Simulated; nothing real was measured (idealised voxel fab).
This is a process module. Its name is voxel local oxidation.
In the cross-section labelled cut, the width is 290 nm and each square cell is 5 nm.
Heads up, the way a cross-section reads in here is a grid of square cells, handed over as bands from the top down, with every band being one or more rows of cells. Basically the band line says how high the top is and how high the bottom is, in nm, and then what's in it from left to right, every material with its width in nm. Empty space shows up as "blank", and if a single material carries "everywhere" it runs the full band edge to edge. The level at which height equals 0 is the one under which the wafer, as it arrives, is entirely one material. No lower edge exists for the bottom band, which continues downward and is notated as in "0..down". The width entry "30..40" should be interpreted row by row: the top row of cells in the band takes the first number, the bottom row takes the second number, and the change between adjacent rows is uniform throughout. "nothing changed", as given for a step, is the statement that not any cell of the cross-section underwent a change during that step. "Catalogued sealed voids" specifies each empty space that is not open to the top and that occupies no fewer than 8 cells, using the form width x height at distance, the distance measured from the left edge and all three quantities in nm. If you see something after the settings on a step's line, that's the simulator's own remark about that step. Among the settings permitted on a step's line is "overlay nm"; applied to a step with a mask, it specifies the extent to which the mask lay to the right of its planned position, whereas a negative figure signifies a position to the left.

The process steps that were planned are listed below
step 1: RECEIVE [material Si]
step 2: CONFORMAL_DEP [material SiO2] [thk nm 5]
step 3: CONFORMAL_DEP [material SiN] [thk nm 15]
step 4: MASKED_ETCH [tone cover] [mask id ACTIVE] [width nm 80] [pitch nm 130] [etch materials SiN] [depth nm 15] [overlay nm 0]
step 5: SELECTIVE_ETCH [etch materials SiO2] [depth nm 5]
step 6: OXIDIZE [depth nm 15]
step 7: STRIP [etch materials SiN]
Split variable: width nm, step 4. Plan value = first wafer. Wafers start alike.

Cross-sectional view of the first of several wafers in the as-received condition, corresponding to the state following step 1
> 0..down = Si everywhere
> Catalogued sealed voids: none

Quick look at the cross-section of the first of several wafers after step 7, which wraps up the module
> 5..0 = 45 of blank | 70 of SiO2 | 60 of blank | 70 of SiO2 | 45 of blank
> 0..-15 = 60 of SiO2 | 40 of Si | 90 of SiO2 | 40 of Si | 60 of SiO2
> -15..down = Si everywhere
> Catalogued sealed voids: none

Of the several wafers, the last: cross-section at the end of the module
> 5..0 = 35 of blank | 95 of SiO2 | 35 of blank | 95 of SiO2 | 30 of blank
> 0..-15 = 50 of SiO2 | 65 of Si | 65 of SiO2 | 65 of Si | 45 of SiO2
> -15..down = Si everywhere
> Catalogued sealed voids: none

Rows = wafers. At module end, each row lists per material the cells gained (+) or lost (-) since the wafer was received, then the closed voids
width nm 80, -126 Si, +154 SiO2, Catalogued sealed voids: none
width nm 85, -120 Si, +150 SiO2, Catalogued sealed voids: none
width nm 90, -114 Si, +146 SiO2, Catalogued sealed voids: none
width nm 95, -108 Si, +142 SiO2, Catalogued sealed voids: none
width nm 100, -102 Si, +138 SiO2, Catalogued sealed voids: none
width nm 105, -96 Si, +134 SiO2, Catalogued sealed voids: none
